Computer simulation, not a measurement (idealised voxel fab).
The following is a process module called voxel transistor to metal.
Section shown: cut. Width: 155 nm. Cell size: 5 nm, square.
A cross-section is written here as square cells arranged in a grid, and it is given in bands from the top down, each band taking up one or more rows of cells. Top, bottom (nm), then materials left to right with widths (nm); lone material tagged "all across" fills the whole band edge to edge; "air" = empty space. Ref level 0: as-received wafer is one material below here. Bottom band extends down with no lower bound ("0 down"). The width entry "30..40" should be interpreted row by row: the top row of cells in the band takes the first number, the bottom row takes the second number, and the change between adjacent rows is uniform throughout. Reading "no alteration" for a step: not a cell of the cross-section changed in it. "Enclosed voids" contains a list of empty spaces, each no smaller than 8 cells and without an open way to the top, written in the form width x height at distance with the distance from the left edge and all three in nm. On each step's line, the part that comes after the settings is the simulator's own comment on the step. Each step line may optionally specify "overlay nm", which for a step with a mask gives the rightward distance between the mask's planned place and where it lay, a negative value indicating the leftward direction.

# List of planned process steps
step 1: RECEIVE (material Si)
step 2: CONFORMAL_DEP (material SiO2; thk nm 5)
step 3: CONFORMAL_DEP (material SiN; thk nm 15)
step 4: MASKED_ETCH (tone cover; mask id ACTIVE; width nm 120; etch materials SiN; depth nm 15; overlay nm 0)
step 5: MASKED_ETCH (tone cover; mask id ACTIVE; width nm 120; etch materials SiO2; depth nm 5; overlay nm 0)
step 6: MASKED_ETCH (tone cover; mask id ACTIVE; width nm 120; etch materials Si; depth nm 20; overlay nm 0)
step 7: FILL_DEP (material SiO2; thk nm 5)
step 8: CMP (height nm 20)
step 9: SELECTIVE_ETCH (etch materials SiO2; depth nm 10)
step 10: STRIP (etch materials SiN)
step 11: SELECTIVE_ETCH (etch materials SiO2; depth nm 5)
step 12: OXIDIZE (depth nm 5)
step 13: DIRECTIONAL_DEP (material polySi; thk nm 20)
step 14: DIRECTIONAL_DEP (material SiCN; thk nm 15)
step 15: PATTERN (tone cover; mask id GATE; material resist; width nm 30; thk nm 15; overlay nm 0)
step 16: DIRECTIONAL_ETCH (etch materials SiCN; depth nm 25)
step 17: DIRECTIONAL_ETCH (etch materials polySi; depth nm 30)
step 18: STRIP (etch materials resist)
step 19: CONFORMAL_DEP (material SiN; thk nm 5)
step 20: DIRECTIONAL_ETCH (etch materials SiN; depth nm 5)
step 21: DIRECTIONAL_ETCH (etch materials SiO2; depth nm 5)
step 22: DIRECTIONAL_ETCH (etch materials Si; depth nm 15)
step 23: EPI (material SiGe; thk nm 15)
step 24: FILL_DEP (material SiO2; thk nm 10)
step 25: CMP (height nm 20)
step 26: STRIP (etch materials polySi)
step 27: SELECTIVE_ETCH (etch materials SiO2; depth nm 5)
step 28: CONFORMAL_DEP (material HfO2; thk nm 5)
step 29: CONFORMAL_DEP (material TiN; thk nm 5)
step 30: FILL_DEP (material W; thk nm 10)
step 31: CMP (height nm 15)
step 32: DIRECTIONAL_DEP (material SiO2; thk nm 15)
step 33: PATTERN (tone open; mask id CONTACT; material resist; width nm 20; pitch nm 80; thk nm 20; overlay nm 0)
step 34: DIRECTIONAL_ETCH (etch materials SiO2; depth nm 35)
step 35: STRIP (etch materials resist)
step 36: CONFORMAL_DEP (material TiN; thk nm 5)
step 37: FILL_DEP (material W; thk nm 5)
step 38: CMP (height nm 30)
step 39: DIRECTIONAL_DEP (material TiN; thk nm 5)
step 40: DIRECTIONAL_DEP (material Ru; thk nm 25)
step 41: MASKED_ETCH (tone cover; mask id METAL_1; width nm 20; pitch nm 80; etch materials Ru; depth nm 25; overlay nm 0)
step 42: MASKED_ETCH (tone cover; mask id METAL_1; width nm 20; pitch nm 80; etch materials TiN; depth nm 5; overlay nm 0)
step 43: FILL_DEP (material lowk; thk nm 10)
step 44: CMP (height nm 60)
step 45: CONFORMAL_DEP (material SiCN; thk nm 5)
step 46: DIRECTIONAL_DEP (material SiO2; thk nm 35)
step 47: MASKED_ETCH (tone open; mask id METAL_2; width nm 20; pitch nm 80; etch materials SiO2; depth nm 20; overlay nm 0)
step 48: DIRECTIONAL_DEP (material aC; thk nm 10)
step 49: PATTERN (tone open; mask id METAL_2_HOLES; material resist; width nm 15; pitch nm 80; thk nm 30; overlay nm 0)
step 50: DIRECTIONAL_ETCH (etch materials aC; depth nm 10)
step 51: STRIP (etch materials resist)
step 52: DIRECTIONAL_ETCH (etch materials SiO2; depth nm 15)
step 53: DIRECTIONAL_ETCH (etch materials SiCN; depth nm 5)
step 54: STRIP (etch materials aC)
step 55: CONFORMAL_DEP (material TiN; thk nm 5)
step 56: FILL_DEP (material Cu; thk nm 10)
step 57: CMP (height nm 100)
step 58: CONFORMAL_DEP (material SiCN; thk nm 5)

# The first of a set of two wafers, run to plan

# Cross-section, incoming material, after step 1
	0 down: Si all across
	Enclosed voids: none

# After step 2, in cross-section
	5 to 0: SiO2 all across
	Rest of section, below 0: as before.

# After step 3, in cross-section
	20 to 5: SiN all across
	Rest of section, below 5: as before.

# After step 4, in cross-section
	20 to 5: 15 of air / 120 of SiN / 20 of air
	Rest of section, below 5: as before.

# After step 5, in cross-section
	20 to 5: 15 of air / 120 of SiN / 20 of air
	5 to 0: 15 of air / 120 of SiO2 / 20 of air
	Rest of section, below 0: as before.

# After step 6, in cross-section
	20 to 5: 15 of air / 120 of SiN / 20 of air
	5 to 0: 15 of air / 120 of SiO2 / 20 of air
	0 to -20: 15 of air / 120 of Si / 20 of air
	Rest of section, below -20: as before.

# After step 7, in cross-section
	25 to 20: SiO2 all across
	20 to 5: 15 of SiO2 / 120 of SiN / 20 of SiO2
	5 to 0: SiO2 all across
	0 to -20: 15 of SiO2 / 120 of Si / 20 of SiO2
	Rest of section, below -20: as before.

# After step 8, in cross-section
	20 to 5: 15 of SiO2 / 120 of SiN / 20 of SiO2
	Rest of section, below 5: as before.

# After step 9, in cross-section
	20 to 10: 15 of air / 120 of SiN / 20 of air
	Rest of section, below 10: as before.

# After step 10, in cross-section
	10 to 5: 15 of SiO2 / 120 of air / 20 of SiO2
	Rest of section, below 5: as before.

# After step 11, in cross-section
	5 to 0: 10 of SiO2 / 130 of air / 15 of SiO2
	Rest of section, below 0: as before.

# After step 12, in cross-section
	5 to 0: 10 of SiO2 / 130 of air / 15 of SiO2
	0 to -5: SiO2 all across
	Rest of section, below -5: as before.

# After step 13, in cross-section
	25 to 20: 10 of polySi / 130 of air / 15 of polySi
	20 to 5: polySi all across
	5 to 0: 10 of SiO2 / 130 of polySi / 15 of SiO2
	Rest of section, below 0: as before.

# After step 14, in cross-section
	40 to 35: 10 of SiCN / 130 of air / 15 of SiCN
	35 to 25: SiCN all across
	25 to 20: 10 of polySi / 130 of SiCN / 15 of polySi
	Rest of section, below 20: as before.

# After step 15, in cross-section
	55 to 40: 60 of air / 30 of resist / 65 of air
	40 to 35: 10 of SiCN / 50 of air / 30 of resist / 50 of air / 15 of SiCN
	Rest of section, below 35: as before.

# After step 16, in cross-section
	55 to 35: 60 of air / 30 of resist / 65 of air
	35 to 25: 60 of air / 30 of SiCN / 65 of air
	25 to 20: 10 of polySi / 50 of air / 30 of SiCN / 50 of air / 15 of polySi
	Rest of section, below 20: as before.

# After step 17, in cross-section
	55 to 35: 60 of air / 30 of resist / 65 of air
	35 to 20: 60 of air / 30 of SiCN / 65 of air
	20 to 5: 60 of air / 30 of polySi / 65 of air
	5 to 0: 10 of SiO2 / 50 of air / 30 of polySi / 50 of air / 15 of SiO2
	Rest of section, below 0: as before.

# After step 18, in cross-section
	35 to 20: 60 of air / 30 of SiCN / 65 of air
	Rest of section, below 20: as before.

# After step 19, in cross-section
	40 to 35: 55 of air / 40 of SiN / 60 of air
	35 to 20: 55 of air / 5 of SiN / 30 of SiCN / 5 of SiN / 60 of air
	20 to 10: 55 of air / 5 of SiN / 30 of polySi / 5 of SiN / 60 of air
	10 to 5: 15 of SiN / 40 of air / 5 of SiN / 30 of polySi / 5 of SiN / 40 of air / 20 of SiN
	5 to 0: 10 of SiO2 / 50 of SiN / 30 of polySi / 50 of SiN / 15 of SiO2
	Rest of section, below 0: as before.

# After step 20, in cross-section
	35 to 20: 55 of air / 5 of SiN / 30 of SiCN / 5 of SiN / 60 of air
	20 to 5: 55 of air / 5 of SiN / 30 of polySi / 5 of SiN / 60 of air
	5 to 0: 10 of SiO2 / 5 of SiN / 40 of air / 5 of SiN / 30 of polySi / 5 of SiN / 40 of air / 5 of SiN / 15 of SiO2
	Rest of section, below 0: as before.

# After step 21, in cross-section
	35 to 20: 55 of air / 5 of SiN / 30 of SiCN / 5 of SiN / 60 of air
	20 to 5: 55 of air / 5 of SiN / 30 of polySi / 5 of SiN / 60 of air
	5 to 0: 10 of air / 5 of SiN / 40 of air / 5 of SiN / 30 of polySi / 5 of SiN / 40 of air / 5 of SiN / 15 of air
	0 to -5: 15 of SiO2 / 40 of air / 40 of SiO2 / 40 of air / 20 of SiO2
	Rest of section, below -5: as before.

# After step 22, in cross-section
	35 to 20: 55 of air / 5 of SiN / 30 of SiCN / 5 of SiN / 60 of air
	20 to 5: 55 of air / 5 of SiN / 30 of polySi / 5 of SiN / 60 of air
	5 to 0: 10 of air / 5 of SiN / 40 of air / 5 of SiN / 30 of polySi / 5 of SiN / 40 of air / 5 of SiN / 15 of air
	0 to -5: 15 of SiO2 / 40 of air / 40 of SiO2 / 40 of air / 20 of SiO2
	-5 to -20: 15 of SiO2 / 40 of air / 40 of Si / 40 of air / 20 of SiO2
	Rest of section, below -20: as before.

# After step 23, in cross-section
	35 to 20: 55 of air / 5 of SiN / 30 of SiCN / 5 of SiN / 60 of air
	20 to 10: 55 of air / 5 of SiN / 30 of polySi / 5 of SiN / 60 of air
	10 to 5: 40 of air / 15 of SiGe / 5 of SiN / 30 of polySi / 5 of SiN / 15 of SiGe / 45 of air
	5 to 0: 10 of air / 5 of SiN / 25 of air / 15 of SiGe / 5 of SiN / 30 of polySi / 5 of SiN / 15 of SiGe / 25 of air / 5 of SiN / 15 of air
	0 to -5: 15 of SiO2 / 25 of air / 15 of SiGe / 40 of SiO2 / 15 of SiGe / 25 of air / 20 of SiO2
	-5 to -20: 15 of SiO2 / 40 of SiGe / 40 of Si / 40 of SiGe / 20 of SiO2
	Rest of section, below -20: as before.

# After step 24, in cross-section
	45 to 35: SiO2 all across
	35 to 20: 55 of SiO2 / 5 of SiN / 30 of SiCN / 5 of SiN / 60 of SiO2
	20 to 10: 55 of SiO2 / 5 of SiN / 30 of polySi / 5 of SiN / 60 of SiO2
	10 to 5: 40 of SiO2 / 15 of SiGe / 5 of SiN / 30 of polySi / 5 of SiN / 15 of SiGe / 45 of SiO2
	5 to 0: 10 of SiO2 / 5 of SiN / 25 of SiO2 / 15 of SiGe / 5 of SiN / 30 of polySi / 5 of SiN / 15 of SiGe / 25 of SiO2 / 5 of SiN / 15 of SiO2
	0 to -5: 40 of SiO2 / 15 of SiGe / 40 of SiO2 / 15 of SiGe / 45 of SiO2
	Rest of section, below -5: as before.

# After step 25, in cross-section
	20 to 10: 55 of SiO2 / 5 of SiN / 30 of polySi / 5 of SiN / 60 of SiO2
	Rest of section, below 10: as before.

# After step 26, in cross-section
	20 to 10: 55 of SiO2 / 5 of SiN / 30 of air / 5 of SiN / 60 of SiO2
	10 to 5: 40 of SiO2 / 15 of SiGe / 5 of SiN / 30 of air / 5 of SiN / 15 of SiGe / 45 of SiO2
	5 to 0: 10 of SiO2 / 5 of SiN / 25 of SiO2 / 15 of SiGe / 5 of SiN / 30 of air / 5 of SiN / 15 of SiGe / 25 of SiO2 / 5 of SiN / 15 of SiO2
	Rest of section, below 0: as before.

# After step 27, in cross-section
	20 to 15: 55 of air / 5 of SiN / 30 of air / 5 of SiN / 60 of air
	15 to 10: 55 of SiO2 / 5 of SiN / 30 of air / 5 of SiN / 60 of SiO2
	10 to 5: 40 of SiO2 / 15 of SiGe / 5 of SiN / 30 of air / 5 of SiN / 15 of SiGe / 45 of SiO2
	5 to 0: 10 of SiO2 / 5 of SiN / 25 of SiO2 / 15 of SiGe / 5 of SiN / 30 of air / 5 of SiN / 15 of SiGe / 25 of SiO2 / 5 of SiN / 15 of SiO2
	0 to -5: 40 of SiO2 / 15 of SiGe / 40 of air / 15 of SiGe / 45 of SiO2
	Rest of section, below -5: as before.

# After step 28, in cross-section
	25 to 20: 50 of air / 15 of HfO2 / 20 of air / 15 of HfO2 / 55 of air
	20 to 15: 55 of HfO2 / 5 of SiN / 5 of HfO2 / 20 of air / 5 of HfO2 / 5 of SiN / 60 of HfO2
	15 to 10: 55 of SiO2 / 5 of SiN / 5 of HfO2 / 20 of air / 5 of HfO2 / 5 of SiN / 60 of SiO2
	10 to 5: 40 of SiO2 / 15 of SiGe / 5 of SiN / 5 of HfO2 / 20 of air / 5 of HfO2 / 5 of SiN / 15 of SiGe / 45 of SiO2
	5 to 0: 10 of SiO2 / 5 of SiN / 25 of SiO2 / 15 of SiGe / 5 of SiN / 5 of HfO2 / 20 of air / 5 of HfO2 / 5 of SiN / 15 of SiGe / 25 of SiO2 / 5 of SiN / 15 of SiO2
	0 to -5: 40 of SiO2 / 15 of SiGe / 40 of HfO2 / 15 of SiGe / 45 of SiO2
	Rest of section, below -5: as before.

# After step 29, in cross-section
	30 to 25: 45 of air / 25 of TiN / 10 of air / 25 of TiN / 50 of air
	25 to 20: 50 of TiN / 15 of HfO2 / 5 of TiN / 10 of air / 5 of TiN / 15 of HfO2 / 55 of TiN
	20 to 15: 55 of HfO2 / 5 of SiN / 5 of HfO2 / 5 of TiN / 10 of air / 5 of TiN / 5 of HfO2 / 5 of SiN / 60 of HfO2
	15 to 10: 55 of SiO2 / 5 of SiN / 5 of HfO2 / 5 of TiN / 10 of air / 5 of TiN / 5 of HfO2 / 5 of SiN / 60 of SiO2
	10 to 5: 40 of SiO2 / 15 of SiGe / 5 of SiN / 5 of HfO2 / 5 of TiN / 10 of air / 5 of TiN / 5 of HfO2 / 5 of SiN / 15 of SiGe / 45 of SiO2
	5 to 0: 10 of SiO2 / 5 of SiN / 25 of SiO2 / 15 of SiGe / 5 of SiN / 5 of HfO2 / 20 of TiN / 5 of HfO2 / 5 of SiN / 15 of SiGe / 25 of SiO2 / 5 of SiN / 15 of SiO2
	Rest of section, below 0: as before.

# After step 30, in cross-section
	40 to 30: W all across
	30 to 25: 45 of W / 25 of TiN / 10 of W / 25 of TiN / 50 of W
	25 to 20: 50 of TiN / 15 of HfO2 / 5 of TiN / 10 of W / 5 of TiN / 15 of HfO2 / 55 of TiN
	20 to 15: 55 of HfO2 / 5 of SiN / 5 of HfO2 / 5 of TiN / 10 of W / 5 of TiN / 5 of HfO2 / 5 of SiN / 60 of HfO2
	15 to 10: 55 of SiO2 / 5 of SiN / 5 of HfO2 / 5 of TiN / 10 of W / 5 of TiN / 5 of HfO2 / 5 of SiN / 60 of SiO2
	10 to 5: 40 of SiO2 / 15 of SiGe / 5 of SiN / 5 of HfO2 / 5 of TiN / 10 of W / 5 of TiN / 5 of HfO2 / 5 of SiN / 15 of SiGe / 45 of SiO2
	Rest of section, below 5: as before.

# After step 31, in cross-section
	15 to 10: 55 of SiO2 / 5 of SiN / 5 of HfO2 / 5 of TiN / 10 of W / 5 of TiN / 5 of HfO2 / 5 of SiN / 60 of SiO2
	Rest of section, below 10: as before.

# After step 32, in cross-section
	30 to 15: SiO2 all across
	Rest of section, below 15: as before.

# After step 33, in cross-section
	50 to 30: 25 of resist / 20 of air / 60 of resist / 20 of air / 30 of resist
	Rest of section, below 30: as before.

# After step 34, in cross-section
	50 to 30: 25 of resist / 20 of air / 60 of resist / 20 of air / 30 of resist
	30 to 15: 25 of SiO2 / 20 of air / 60 of SiO2 / 20 of air / 30 of SiO2
	15 to 10: 25 of SiO2 / 20 of air / 10 of SiO2 / 5 of SiN / 5 of HfO2 / 5 of TiN / 10 of W / 5 of TiN / 5 of HfO2 / 5 of SiN / 10 of SiO2 / 20 of air / 30 of SiO2
	10 to 5: 25 of SiO2 / 15 of air / 15 of SiGe / 5 of SiN / 5 of HfO2 / 5 of TiN / 10 of W / 5 of TiN / 5 of HfO2 / 5 of SiN / 15 of SiGe / 15 of air / 30 of SiO2
	5 to 0: 10 of SiO2 / 5 of SiN / 10 of SiO2 / 15 of air / 15 of SiGe / 5 of SiN / 5 of HfO2 / 20 of TiN / 5 of HfO2 / 5 of SiN / 15 of SiGe / 15 of air / 10 of SiO2 / 5 of SiN / 15 of SiO2
	0 to -5: 25 of SiO2 / 15 of air / 15 of SiGe / 40 of HfO2 / 15 of SiGe / 15 of air / 30 of SiO2
	Rest of section, below -5: as before.

# After step 35, in cross-section
	30 to 15: 25 of SiO2 / 20 of air / 60 of SiO2 / 20 of air / 30 of SiO2
	Rest of section, below 15: as before.

# After step 36, in cross-section
	35 to 30: 30 of TiN / 10 of air / 70 of TiN / 10 of air / 35 of TiN
	30 to 15: 25 of SiO2 / 5 of TiN / 10 of air / 5 of TiN / 60 of SiO2 / 5 of TiN / 10 of air / 5 of TiN / 30 of SiO2
	15 to 10: 25 of SiO2 / 5 of TiN / 5 of air / 10 of TiN / 10 of SiO2 / 5 of SiN / 5 of HfO2 / 5 of TiN / 10 of W / 5 of TiN / 5 of HfO2 / 5 of SiN / 10 of SiO2 / 10 of TiN / 5 of air / 5 of TiN / 30 of SiO2
	10 to 5: 25 of SiO2 / 5 of TiN / 5 of air / 5 of TiN / 15 of SiGe / 5 of SiN / 5 of HfO2 / 5 of TiN / 10 of W / 5 of TiN / 5 of HfO2 / 5 of SiN / 15 of SiGe / 5 of TiN / 5 of air / 5 of TiN / 30 of SiO2
	5 to 0: 10 of SiO2 / 5 of SiN / 10 of SiO2 / 5 of TiN / 5 of air / 5 of TiN / 15 of SiGe / 5 of SiN / 5 of HfO2 / 20 of TiN / 5 of HfO2 / 5 of SiN / 15 of SiGe / 5 of TiN / 5 of air / 5 of TiN / 10 of SiO2 / 5 of SiN / 15 of SiO2
	0 to -5: 25 of SiO2 / 15 of TiN / 15 of SiGe / 40 of HfO2 / 15 of SiGe / 15 of TiN / 30 of SiO2
	Rest of section, below -5: as before.

# After step 37, in cross-section
	40 to 35: W all across
	35 to 30: 30 of TiN / 10 of W / 70 of TiN / 10 of W / 35 of TiN
	30 to 15: 25 of SiO2 / 5 of TiN / 10 of W / 5 of TiN / 60 of SiO2 / 5 of TiN / 10 of W / 5 of TiN / 30 of SiO2
	15 to 10: 25 of SiO2 / 5 of TiN / 5 of W / 10 of TiN / 10 of SiO2 / 5 of SiN / 5 of HfO2 / 5 of TiN / 10 of W / 5 of TiN / 5 of HfO2 / 5 of SiN / 10 of SiO2 / 10 of TiN / 5 of W / 5 of TiN / 30 of SiO2
	10 to 5: 25 of SiO2 / 5 of TiN / 5 of W / 5 of TiN / 15 of SiGe / 5 of SiN / 5 of HfO2 / 5 of TiN / 10 of W / 5 of TiN / 5 of HfO2 / 5 of SiN / 15 of SiGe / 5 of TiN / 5 of W / 5 of TiN / 30 of SiO2
	5 to 0: 10 of SiO2 / 5 of SiN / 10 of SiO2 / 5 of TiN / 5 of W / 5 of TiN / 15 of SiGe / 5 of SiN / 5 of HfO2 / 20 of TiN / 5 of HfO2 / 5 of SiN / 15 of SiGe / 5 of TiN / 5 of W / 5 of TiN / 10 of SiO2 / 5 of SiN / 15 of SiO2
	Rest of section, below 0: as before.

# After step 38, in cross-section
	30 to 15: 25 of SiO2 / 5 of TiN / 10 of W / 5 of TiN / 60 of SiO2 / 5 of TiN / 10 of W / 5 of TiN / 30 of SiO2
	Rest of section, below 15: as before.

# After step 39, in cross-section
	35 to 30: TiN all across
	Rest of section, below 30: as before.

# After step 40, in cross-section
	60 to 35: Ru all across
	Rest of section, below 35: as before.

# After step 41, in cross-section
	60 to 35: 25 of air / 20 of Ru / 60 of air / 20 of Ru / 30 of air
	Rest of section, below 35: as before.

# After step 42, in cross-section
	60 to 35: 25 of air / 20 of Ru / 60 of air / 20 of Ru / 30 of air
	35 to 30: 25 of air / 20 of TiN / 60 of air / 20 of TiN / 30 of air
	Rest of section, below 30: as before.

# After step 43, in cross-section
	70 to 60: lowk all across
	60 to 35: 25 of lowk / 20 of Ru / 60 of lowk / 20 of Ru / 30 of lowk
	35 to 30: 25 of lowk / 20 of TiN / 60 of lowk / 20 of TiN / 30 of lowk
	Rest of section, below 30: as before.

# After step 44, in cross-section
	60 to 35: 25 of lowk / 20 of Ru / 60 of lowk / 20 of Ru / 30 of lowk
	Rest of section, below 35: as before.

# After step 45, in cross-section
	65 to 60: SiCN all across
	Rest of section, below 60: as before.

# After step 46, in cross-section
	100 to 65: SiO2 all across
	Rest of section, below 65: as before.

# After step 47, in cross-section
	100 to 80: 25 of SiO2 / 20 of air / 60 of SiO2 / 20 of air / 30 of SiO2
	Rest of section, below 80: as before.

# After step 48, in cross-section
	110 to 100: 25 of aC / 20 of air / 60 of aC / 20 of air / 30 of aC
	100 to 90: 25 of SiO2 / 20 of air / 60 of SiO2 / 20 of air / 30 of SiO2
	90 to 80: 25 of SiO2 / 20 of aC / 60 of SiO2 / 20 of aC / 30 of SiO2
	Rest of section, below 80: as before.

# After step 49, in cross-section
	140 to 110: 25 of resist / 15 of air / 65 of resist / 15 of air / 35 of resist
	110 to 100: 25 of aC / 15 of air / 5 of resist / 60 of aC / 15 of air / 5 of resist / 30 of aC
	100 to 90: 25 of SiO2 / 15 of air / 5 of resist / 60 of SiO2 / 15 of air / 5 of resist / 30 of SiO2
	Rest of section, below 90: as before.

# After step 50, in cross-section
	130 to 110: 25 of resist / 15 of air / 65 of resist / 15 of air / 35 of resist
	110 to 100: 25 of aC / 15 of air / 5 of resist / 60 of aC / 15 of air / 5 of resist / 30 of aC
	100 to 90: 25 of SiO2 / 15 of air / 5 of resist / 60 of SiO2 / 15 of air / 5 of resist / 30 of SiO2
	90 to 80: 25 of SiO2 / 15 of air / 5 of aC / 60 of SiO2 / 15 of air / 5 of aC / 30 of SiO2
	Rest of section, below 80: as before.

# After step 51, in cross-section
	110 to 100: 25 of aC / 20 of air / 60 of aC / 20 of air / 30 of aC
	100 to 90: 25 of SiO2 / 20 of air / 60 of SiO2 / 20 of air / 30 of SiO2
	Rest of section, below 90: as before.

# After step 52, in cross-section
	110 to 100: 25 of aC / 20 of air / 60 of aC / 20 of air / 30 of aC
	100 to 90: 25 of SiO2 / 20 of air / 60 of SiO2 / 20 of air / 30 of SiO2
	90 to 80: 25 of SiO2 / 15 of air / 5 of aC / 60 of SiO2 / 15 of air / 5 of aC / 30 of SiO2
	80 to 65: 25 of SiO2 / 15 of air / 65 of SiO2 / 15 of air / 35 of SiO2
	Rest of section, below 65: as before.

# After step 53, in cross-section
	110 to 100: 25 of aC / 20 of air / 60 of aC / 20 of air / 30 of aC
	100 to 90: 25 of SiO2 / 20 of air / 60 of SiO2 / 20 of air / 30 of SiO2
	90 to 80: 25 of SiO2 / 15 of air / 5 of aC / 60 of SiO2 / 15 of air / 5 of aC / 30 of SiO2
	80 to 65: 25 of SiO2 / 15 of air / 65 of SiO2 / 15 of air / 35 of SiO2
	65 to 60: 25 of SiCN / 15 of air / 65 of SiCN / 15 of air / 35 of SiCN
	Rest of section, below 60: as before.

# After step 54, in cross-section
	100 to 80: 25 of SiO2 / 20 of air / 60 of SiO2 / 20 of air / 30 of SiO2
	Rest of section, below 80: as before.

# After step 55, in cross-section
	105 to 100: 30 of TiN / 10 of air / 70 of TiN / 10 of air / 35 of TiN
	100 to 85: 25 of SiO2 / 5 of TiN / 10 of air / 5 of TiN / 60 of SiO2 / 5 of TiN / 10 of air / 5 of TiN / 30 of SiO2
	85 to 80: 25 of SiO2 / 5 of TiN / 5 of air / 10 of TiN / 60 of SiO2 / 5 of TiN / 5 of air / 10 of TiN / 30 of SiO2
	80 to 65: 25 of SiO2 / 5 of TiN / 5 of air / 5 of TiN / 65 of SiO2 / 5 of TiN / 5 of air / 5 of TiN / 35 of SiO2
	65 to 60: 25 of SiCN / 15 of TiN / 65 of SiCN / 15 of TiN / 35 of SiCN
	Rest of section, below 60: as before.

# After step 56, in cross-section
	115 to 105: Cu all across
	105 to 100: 30 of TiN / 10 of Cu / 70 of TiN / 10 of Cu / 35 of TiN
	100 to 85: 25 of SiO2 / 5 of TiN / 10 of Cu / 5 of TiN / 60 of SiO2 / 5 of TiN / 10 of Cu / 5 of TiN / 30 of SiO2
	85 to 80: 25 of SiO2 / 5 of TiN / 5 of Cu / 10 of TiN / 60 of SiO2 / 5 of TiN / 5 of Cu / 10 of TiN / 30 of SiO2
	80 to 65: 25 of SiO2 / 5 of TiN / 5 of Cu / 5 of TiN / 65 of SiO2 / 5 of TiN / 5 of Cu / 5 of TiN / 35 of SiO2
	Rest of section, below 65: as before.

# After step 57, in cross-section
	100 to 85: 25 of SiO2 / 5 of TiN / 10 of Cu / 5 of TiN / 60 of SiO2 / 5 of TiN / 10 of Cu / 5 of TiN / 30 of SiO2
	Rest of section, below 85: as before.

# After step 58, in cross-section
	105 to 100: SiCN all across
	Rest of section, below 100: as before.

# Wafer two. Same start, same plan, one slip in execution. Same as wafer one through step 44, inclusive

# Second wafer profile in section, at the moment step 45 of the plan was meant to be complete
	65 to 60: lowk all across
	Rest of section, below 60: as before.

# Second wafer profile in section, at the moment step 46 of the plan was meant to be complete
	100 to 65: SiO2 all across
	Rest of section, below 65: as before.

# Second wafer profile in section, at the moment step 47 of the plan was meant to be complete
	100 to 80: 25 of SiO2 / 20 of air / 60 of SiO2 / 20 of air / 30 of SiO2
	Rest of section, below 80: as before.

# Second wafer profile in section, at the moment step 48 of the plan was meant to be complete
	110 to 100: 25 of aC / 20 of air / 60 of aC / 20 of air / 30 of aC
	100 to 90: 25 of SiO2 / 20 of air / 60 of SiO2 / 20 of air / 30 of SiO2
	90 to 80: 25 of SiO2 / 20 of aC / 60 of SiO2 / 20 of aC / 30 of SiO2
	Rest of section, below 80: as before.

# Second wafer profile in section, at the moment step 49 of the plan was meant to be complete
	140 to 110: 25 of resist / 15 of air / 65 of resist / 15 of air / 35 of resist
	110 to 100: 25 of aC / 15 of air / 5 of resist / 60 of aC / 15 of air / 5 of resist / 30 of aC
	100 to 90: 25 of SiO2 / 15 of air / 5 of resist / 60 of SiO2 / 15 of air / 5 of resist / 30 of SiO2
	Rest of section, below 90: as before.

# Second wafer profile in section, at the moment step 50 of the plan was meant to be complete
	130 to 110: 25 of resist / 15 of air / 65 of resist / 15 of air / 35 of resist
	110 to 100: 25 of aC / 15 of air / 5 of resist / 60 of aC / 15 of air / 5 of resist / 30 of aC
	100 to 90: 25 of SiO2 / 15 of air / 5 of resist / 60 of SiO2 / 15 of air / 5 of resist / 30 of SiO2
	90 to 80: 25 of SiO2 / 15 of air / 5 of aC / 60 of SiO2 / 15 of air / 5 of aC / 30 of SiO2
	Rest of section, below 80: as before.

# Second wafer profile in section, at the moment step 51 of the plan was meant to be complete
	110 to 100: 25 of aC / 20 of air / 60 of aC / 20 of air / 30 of aC
	100 to 90: 25 of SiO2 / 20 of air / 60 of SiO2 / 20 of air / 30 of SiO2
	Rest of section, below 90: as before.

# Second wafer profile in section, at the moment step 52 of the plan was meant to be complete
	110 to 100: 25 of aC / 20 of air / 60 of aC / 20 of air / 30 of aC
	100 to 90: 25 of SiO2 / 20 of air / 60 of SiO2 / 20 of air / 30 of SiO2
	90 to 80: 25 of SiO2 / 15 of air / 5 of aC / 60 of SiO2 / 15 of air / 5 of aC / 30 of SiO2
	80 to 65: 25 of SiO2 / 15 of air / 65 of SiO2 / 15 of air / 35 of SiO2
	Rest of section, below 65: as before.

Second wafer profile in section, at the moment step 53 of the plan was meant to be complete: no alteration

# Second wafer profile in section, at the moment step 54 of the plan was meant to be complete
	100 to 80: 25 of SiO2 / 20 of air / 60 of SiO2 / 20 of air / 30 of SiO2
	Rest of section, below 80: as before.

# Second wafer profile in section, at the moment step 55 of the plan was meant to be complete
	105 to 100: 30 of TiN / 10 of air / 70 of TiN / 10 of air / 35 of TiN
	100 to 85: 25 of SiO2 / 5 of TiN / 10 of air / 5 of TiN / 60 of SiO2 / 5 of TiN / 10 of air / 5 of TiN / 30 of SiO2
	85 to 80: 25 of SiO2 / 5 of TiN / 5 of air / 10 of TiN / 60 of SiO2 / 5 of TiN / 5 of air / 10 of TiN / 30 of SiO2
	80 to 70: 25 of SiO2 / 5 of TiN / 5 of air / 5 of TiN / 65 of SiO2 / 5 of TiN / 5 of air / 5 of TiN / 35 of SiO2
	70 to 65: 25 of SiO2 / 15 of TiN / 65 of SiO2 / 15 of TiN / 35 of SiO2
	Rest of section, below 65: as before.

# Second wafer profile in section, at the moment step 56 of the plan was meant to be complete
	115 to 105: Cu all across
	105 to 100: 30 of TiN / 10 of Cu / 70 of TiN / 10 of Cu / 35 of TiN
	100 to 85: 25 of SiO2 / 5 of TiN / 10 of Cu / 5 of TiN / 60 of SiO2 / 5 of TiN / 10 of Cu / 5 of TiN / 30 of SiO2
	85 to 80: 25 of SiO2 / 5 of TiN / 5 of Cu / 10 of TiN / 60 of SiO2 / 5 of TiN / 5 of Cu / 10 of TiN / 30 of SiO2
	80 to 70: 25 of SiO2 / 5 of TiN / 5 of Cu / 5 of TiN / 65 of SiO2 / 5 of TiN / 5 of Cu / 5 of TiN / 35 of SiO2
	Rest of section, below 70: as before.

# Second wafer profile in section, at the moment step 57 of the plan was meant to be complete
	100 to 85: 25 of SiO2 / 5 of TiN / 10 of Cu / 5 of TiN / 60 of SiO2 / 5 of TiN / 10 of Cu / 5 of TiN / 30 of SiO2
	Rest of section, below 85: as before.

# Second wafer profile in section, at the moment step 58 of the plan was meant to be complete
	105 to 100: SiCN all across
	Rest of section, below 100: as before.
What was the processing mistake? off-plan run, step 45, actual operation and settings CONFORMAL_DEP (material lowk; thk nm 5)
End check, counted in cells, second wafer has more or fewer of these materials than the first: -2 Cu, -25 SiCN, -4 TiN, +31 lowk
